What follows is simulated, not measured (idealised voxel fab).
process module | voxel gate over fins
cross-section cut | 165 nm wide | cells 5 nm
A cross-section is a grid of square cells, given in bands from the top down. A band is one or more rows of cells.
Each band's line starts with the height of the band's top and of its bottom, in nm. Then come its materials from left to right, each with its width in nm. One material with "throughout" fills the band from edge to edge. "air" is empty space.
Height 0 is the level under which the wafer as received is all one material. The lowest band goes on downwards, as in "0 down".
A width such as "30 to 40" changes by the same amount from each row of cells to the next, from the band's top row to its bottom row.
"no change" after a step means that no cell of the cross-section changed.
closed voids: empty space of 8 cells or more with no open way to the top, each as width x height at its distance from the left edge, in nm
after a step's settings: what the simulator itself notes on the step
overlay nm, on a step with a mask: how far to the right of its planned place the mask lay; to the left if negative
plan
1 op RECEIVE | material Si
2 op CONFORMAL_DEP | material SiN | thk nm 5
3 op PATTERN | tone cover | mask id FINS | material resist | width nm 15 | pitch nm 45 | thk nm 20 | overlay nm 0
4 op DIRECTIONAL_ETCH | etch materials SiN | depth nm 5
5 op DIRECTIONAL_ETCH | etch materials Si | depth nm 30
6 op STRIP | etch materials resist
7 op FILL_DEP | material SiO2 | thk nm 15
8 op CMP | height nm 5
9 op SELECTIVE_ETCH | etch materials SiO2 | depth nm 20
10 op STRIP | etch materials SiN
11 op CONFORMAL_DEP | material HfO2 | thk nm 5
12 op CONFORMAL_DEP | material TiN | thk nm 5
13 op CONFORMAL_DEP | material TiAl | thk nm 5
14 op CONFORMAL_DEP | material TiN | thk nm 5
15 op FILL_DEP | material W | thk nm 10
16 op CMP | height nm 25
17 op CONFORMAL_DEP | material SiCN | thk nm 10
first wafer, as planned
as received, after step 1
  0 down: Si throughout
  closed voids: none
after step 2
  5 to 0: SiN throughout
  below 0: unchanged
after step 3
  25 to 5: air 50 | resist 15 | air 30 | resist 15 | air 55
  below 5: unchanged
after step 4
  25 to 5: air 50 | resist 15 | air 30 | resist 15 | air 55
  5 to 0: air 50 | SiN 15 | air 30 | SiN 15 | air 55
  below 0: unchanged
after step 5
  25 to 5: air 50 | resist 15 | air 30 | resist 15 | air 55
  5 to 0: air 50 | SiN 15 | air 30 | SiN 15 | air 55
  0 to -30: air 50 | Si 15 | air 30 | Si 15 | air 55
  below -30: unchanged
after step 6
  5 to 0: air 50 | SiN 15 | air 30 | SiN 15 | air 55
  below 0: unchanged
after step 7
  20 to 5: SiO2 throughout
  5 to 0: SiO2 50 | SiN 15 | SiO2 30 | SiN 15 | SiO2 55
  0 to -30: SiO2 50 | Si 15 | SiO2 30 | Si 15 | SiO2 55
  below -30: unchanged
after step 8
  5 to 0: SiO2 50 | SiN 15 | SiO2 30 | SiN 15 | SiO2 55
  below 0: unchanged
after step 9
  5 to 0: air 50 | SiN 15 | air 30 | SiN 15 | air 55
  0 to -15: air 50 | Si 15 | air 30 | Si 15 | air 55
  below -15: unchanged
after step 10
  0 to -15: air 50 | Si 15 | air 30 | Si 15 | air 55
  below -15: unchanged
after step 11
  5 to 0: air 45 | HfO2 25 | air 20 | HfO2 25 | air 50
  0 to -10: air 45 | HfO2 5 | Si 15 | HfO2 5 | air 20 | HfO2 5 | Si 15 | HfO2 5 | air 50
  -10 to -15: HfO2 50 | Si 15 | HfO2 30 | Si 15 | HfO2 55
  below -15: unchanged
after step 12
  10 to 5: air 40 | TiN 35 | air 10 | TiN 35 | air 45
  5 to 0: air 40 | TiN 5 | HfO2 25 | TiN 5 | air 10 | TiN 5 | HfO2 25 | TiN 5 | air 45
  0 to -5: air 40 | TiN 5 | HfO2 5 | Si 15 | HfO2 5 | TiN 5 | air 10 | TiN 5 | HfO2 5 | Si 15 | HfO2 5 | TiN 5 | air 45
  -5 to -10: TiN 45 | HfO2 5 | Si 15 | HfO2 5 | TiN 20 | HfO2 5 | Si 15 | HfO2 5 | TiN 50
  below -10: unchanged
after step 13
  15 to 10: air 35 | TiAl 90 | air 40
  10 to 5: air 35 | TiAl 5 | TiN 35 | TiAl 10 | TiN 35 | TiAl 5 | air 40
  5 to 0: air 35 | TiAl 5 | TiN 5 | HfO2 25 | TiN 5 | TiAl 10 | TiN 5 | HfO2 25 | TiN 5 | TiAl 5 | air 40
  0 to -5: TiAl 40 | TiN 5 | HfO2 5 | Si 15 | HfO2 5 | TiN 5 | TiAl 10 | TiN 5 | HfO2 5 | Si 15 | HfO2 5 | TiN 5 | TiAl 45
  below -5: unchanged
after step 14
  20 to 15: air 30 | TiN 100 | air 35
  15 to 10: air 30 | TiN 5 | TiAl 90 | TiN 5 | air 35
  10 to 5: air 30 | TiN 5 | TiAl 5 | TiN 35 | TiAl 10 | TiN 35 | TiAl 5 | TiN 5 | air 35
  5 to 0: TiN 35 | TiAl 5 | TiN 5 | HfO2 25 | TiN 5 | TiAl 10 | TiN 5 | HfO2 25 | TiN 5 | TiAl 5 | TiN 40
  below 0: unchanged
after step 15
  30 to 20: W throughout
  20 to 15: W 30 | TiN 100 | W 35
  15 to 10: W 30 | TiN 5 | TiAl 90 | TiN 5 | W 35
  10 to 5: W 30 | TiN 5 | TiAl 5 | TiN 35 | TiAl 10 | TiN 35 | TiAl 5 | TiN 5 | W 35
  below 5: unchanged
after step 16
  25 to 20: W throughout
  below 20: unchanged
after step 17
  35 to 25: SiCN throughout
  below 25: unchanged
second wafer: like start, like plan, one mistake. Through step 12 it matches the first wafer
when step 13 should have ended: no change
when step 14 should have ended
  15 to 5: air 35 | TiN 90 | air 40
  5 to 0: air 35 | TiN 10 | HfO2 25 | TiN 20 | HfO2 25 | TiN 10 | air 40
  0 to -10: TiN 45 | HfO2 5 | Si 15 | HfO2 5 | TiN 20 | HfO2 5 | Si 15 | HfO2 5 | TiN 50
  below -10: unchanged
when step 15 should have ended
  25 to 15: W throughout
  15 to 5: W 35 | TiN 90 | W 40
  5 to 0: W 35 | TiN 10 | HfO2 25 | TiN 20 | HfO2 25 | TiN 10 | W 40
  below 0: unchanged
when step 16 should have ended: no change
when step 17 should have ended
  35 to 25: SiCN throughout
  below 25: unchanged
what went wrong: step 13 was left out
at the end the second wafer has, in cells: 45 fewer of TiAl | 6 more of TiN | 39 more of W
